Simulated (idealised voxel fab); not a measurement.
Name of the process module below: voxel spacer lines
Shown is cross-section cut, with a width of 230 nm and square cells of size 5 nm.
Bands, listed from the top down, are how a cross-section gets written in this document; the cross-section itself is a grid of square cells, and a band is one or more rows of them. Top height, bottom height, nm. Materials left to right, width each, nm. Single material + "all across" = fills band edge to edge. "air" = empty. Height 0 is the level under which the wafer as received is all one material. The lowest band goes on downwards, as in "0..down". Width "30->40": first value at the band's top row of cells, second value at its bottom row, equal change from row to row. Basically "no modifications" means that step didn't change any cell in the cross-section. Completely enclosed voids: empty space of 8 cells or more with no open way to the top, each as width x height at its distance from the left edge, in nm. Past the settings on a step's line: simulator remark, on that step. "overlay nm" on a masked step: distance the mask lay right of its planned place, negative for left.

STEPS PLANNED FOR THE PROCESS
- 1: RECEIVE: material Si
- 2: CONFORMAL_DEP: material Al2O3, thk nm 10
- 3: DIRECTIONAL_DEP: material polySi, thk nm 20
- 4: DIRECTIONAL_DEP: material aC, thk nm 30
- 5: PATTERN: tone cover, mask id MANDREL, material resist, width nm 20, pitch nm 70, thk nm 35, overlay nm 0
- 6: DIRECTIONAL_ETCH: etch materials aC, depth nm 30
- 7: STRIP: etch materials resist
- 8: CONFORMAL_DEP: material SiO2, thk nm 15
- 9: DIRECTIONAL_ETCH: etch materials SiO2, depth nm 15
- 10: STRIP: etch materials aC
- 11: DIRECTIONAL_ETCH: etch materials polySi, depth nm 20
- 12: STRIP: etch materials SiO2
- 13: FILL_DEP: material SiO2, thk nm 5
- 14: CMP: height nm 30

BELOW: THE FIRST OF TWO WAFERS, RUN AS PLANNED

DELIVERED WAFER IN CROSS-SECTION: STATE AFTER STEP 1
* 0..down  Si all across
* Completely enclosed voids: none

CROSS-SECTION THROUGH THE WAFER, STEP 2 FINISHED
* 10..0  Al2O3 all across
* No changes below 0.

CROSS-SECTION THROUGH THE WAFER, STEP 3 FINISHED
* 30..10  polySi all across
* No changes below 10.

CROSS-SECTION THROUGH THE WAFER, STEP 4 FINISHED
* 60..30  aC all across
* No changes below 30.

CROSS-SECTION THROUGH THE WAFER, STEP 5 FINISHED
* 95..60  70 air, 20 resist, 50 air, 20 resist, 70 air
* No changes below 60.

CROSS-SECTION THROUGH THE WAFER, STEP 6 FINISHED
* 65..60  70 air, 20 resist, 50 air, 20 resist, 70 air
* 60..30  70 air, 20 aC, 50 air, 20 aC, 70 air
* No changes below 30.

CROSS-SECTION THROUGH THE WAFER, STEP 7 FINISHED
* 60..30  70 air, 20 aC, 50 air, 20 aC, 70 air
* No changes below 30.

CROSS-SECTION THROUGH THE WAFER, STEP 8 FINISHED
* 75..60  55 air, 50 SiO2, 20 air, 50 SiO2, 55 air
* 60..45  55 air, 15 SiO2, 20 aC, 15 SiO2, 20 air, 15 SiO2, 20 aC, 15 SiO2, 55 air
* 45..30  70 SiO2, 20 aC, 50 SiO2, 20 aC, 70 SiO2
* No changes below 30.

CROSS-SECTION THROUGH THE WAFER, STEP 9 FINISHED
* 60..30  55 air, 15 SiO2, 20 aC, 15 SiO2, 20 air, 15 SiO2, 20 aC, 15 SiO2, 55 air
* No changes below 30.

CROSS-SECTION THROUGH THE WAFER, STEP 10 FINISHED
* 60..30  55 air, 15 SiO2, 20 air, 15 SiO2, 20 air, 15 SiO2, 20 air, 15 SiO2, 55 air
* No changes below 30.

CROSS-SECTION THROUGH THE WAFER, STEP 11 FINISHED
* 60..30  55 air, 15 SiO2, 20 air, 15 SiO2, 20 air, 15 SiO2, 20 air, 15 SiO2, 55 air
* 30..10  55 air, 15 polySi, 20 air, 15 polySi, 20 air, 15 polySi, 20 air, 15 polySi, 55 air
* No changes below 10.

CROSS-SECTION THROUGH THE WAFER, STEP 12 FINISHED
* 30..10  55 air, 15 polySi, 20 air, 15 polySi, 20 air, 15 polySi, 20 air, 15 polySi, 55 air
* No changes below 10.

CROSS-SECTION THROUGH THE WAFER, STEP 13 FINISHED
* 35..30  SiO2 all across
* 30..10  55 SiO2, 15 polySi, 20 SiO2, 15 polySi, 20 SiO2, 15 polySi, 20 SiO2, 15 polySi, 55 SiO2
* No changes below 10.

CROSS-SECTION THROUGH THE WAFER, STEP 14 FINISHED
* 30..10  55 SiO2, 15 polySi, 20 SiO2, 15 polySi, 20 SiO2, 15 polySi, 20 SiO2, 15 polySi, 55 SiO2
* No changes below 10.

OKAY, SECOND WAFER. NOTHING DIFFERENT AT THE START, NOTHING DIFFERENT IN THE PLAN, JUST ONE MISTAKE SOMEWHERE IN THE RUNNING. AS FAR AS STEP 1, COUNTING THAT STEP, IT'S THE FIRST WAFER ALL OVER AGAIN

WHEN STEP 2 SHOULD HAVE ENDED
* 20..0  polySi all across
* No changes below 0.

WHEN STEP 3 SHOULD HAVE ENDED
* 30..20  Al2O3 all across
* No changes below 20.

WHEN STEP 4 SHOULD HAVE ENDED
* 60..30  aC all across
* No changes below 30.

WHEN STEP 5 SHOULD HAVE ENDED
* 95..60  70 air, 20 resist, 50 air, 20 resist, 70 air
* No changes below 60.

WHEN STEP 6 SHOULD HAVE ENDED
* 65..60  70 air, 20 resist, 50 air, 20 resist, 70 air
* 60..30  70 air, 20 aC, 50 air, 20 aC, 70 air
* No changes below 30.

WHEN STEP 7 SHOULD HAVE ENDED
* 60..30  70 air, 20 aC, 50 air, 20 aC, 70 air
* No changes below 30.

WHEN STEP 8 SHOULD HAVE ENDED
* 75..60  55 air, 50 SiO2, 20 air, 50 SiO2, 55 air
* 60..45  55 air, 15 SiO2, 20 aC, 15 SiO2, 20 air, 15 SiO2, 20 aC, 15 SiO2, 55 air
* 45..30  70 SiO2, 20 aC, 50 SiO2, 20 aC, 70 SiO2
* No changes below 30.

WHEN STEP 9 SHOULD HAVE ENDED
* 60..30  55 air, 15 SiO2, 20 aC, 15 SiO2, 20 air, 15 SiO2, 20 aC, 15 SiO2, 55 air
* No changes below 30.

WHEN STEP 10 SHOULD HAVE ENDED
* 60..30  55 air, 15 SiO2, 20 air, 15 SiO2, 20 air, 15 SiO2, 20 air, 15 SiO2, 55 air
* No changes below 30.

when step 11 should have ended: no modifications

WHEN STEP 12 SHOULD HAVE ENDED
* 30..20  Al2O3 all across
* No changes below 20.

WHEN STEP 13 SHOULD HAVE ENDED
* 35..30  SiO2 all across
* No changes below 30.

WHEN STEP 14 SHOULD HAVE ENDED
* 30..20  Al2O3 all across
* No changes below 20.
Short version of what went wrong: step 3 occupied the plan position of step 2, and the converse holds as well
Final difference in cells, second wafer against first, listed per material as more or fewer: -136 SiO2 | +136 polySi
